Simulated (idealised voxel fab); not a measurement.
Presented below is a process module, voxel spacer lines.
Cross-sectional view cut (width: 240 nm; square cell size: 5 nm).
Each cross-section below is a grid of square cells, stated as bands in top-down order, with one or more rows of cells making up each band. Each band's line starts with the height of the band's top and of its bottom, in nm. Then come its materials from left to right, each with its width in nm. One material with "everywhere" fills the band from edge to edge. "air" is empty space. Height reference: 0 = level under which incoming wafer is all one material. Lowest band: no bottom, runs on downward, e.g. "0 nm and below". Width: "30..40" (first number = top row, second number = bottom row, same change from row to row of cells). "nothing different" -> step changed no cross-section cell. Each empty space that has no open way to the top and spans at least 8 cells appears under "Enclosed void list" as width x height at distance, the distance counted from the left edge, all in nm. It should be noted that, on the line of a given step, the content following the step's settings is a remark produced by the simulator itself with respect to that step. overlay nm: mask offset rightward from planned place, masked step; negative means leftward offset.

# Here's what the planned process steps look like
1,op RECEIVE | material Si
2,op CONFORMAL_DEP | material SiO2 | thk nm 5
3,op DIRECTIONAL_DEP | material TiN | thk nm 20
4,op DIRECTIONAL_DEP | material aC | thk nm 20
5,op PATTERN | tone cover | mask id MANDREL | material resist | width nm 20 | pitch nm 70 | thk nm 30 | overlay nm 0
6,op DIRECTIONAL_ETCH | etch materials aC | depth nm 20
7,op STRIP | etch materials resist
8,op CONFORMAL_DEP | material SiN | thk nm 15
9,op DIRECTIONAL_ETCH | etch materials SiN | depth nm 15
10,op STRIP | etch materials aC
11,op DIRECTIONAL_ETCH | etch materials TiN | depth nm 20
12,op STRIP | etch materials SiN
13,op FILL_DEP | material SiO2 | thk nm 5
14,op CMP | height nm 25

# The cross-section here shows the wafer as received, i.e. in its state after step 1
> 0 nm and below  Si everywhere
> Enclosed void list: none

# Post-module cross-section: identical start and plan to those above, one misstep in execution
> 25 nm to 5 nm  aC everywhere
> 5 nm to 0 nm  SiO2 everywhere
> 0 nm and below  Si everywhere
> Enclosed void list: none
what went wrong: steps 3 and 4 traded places in the executed sequence
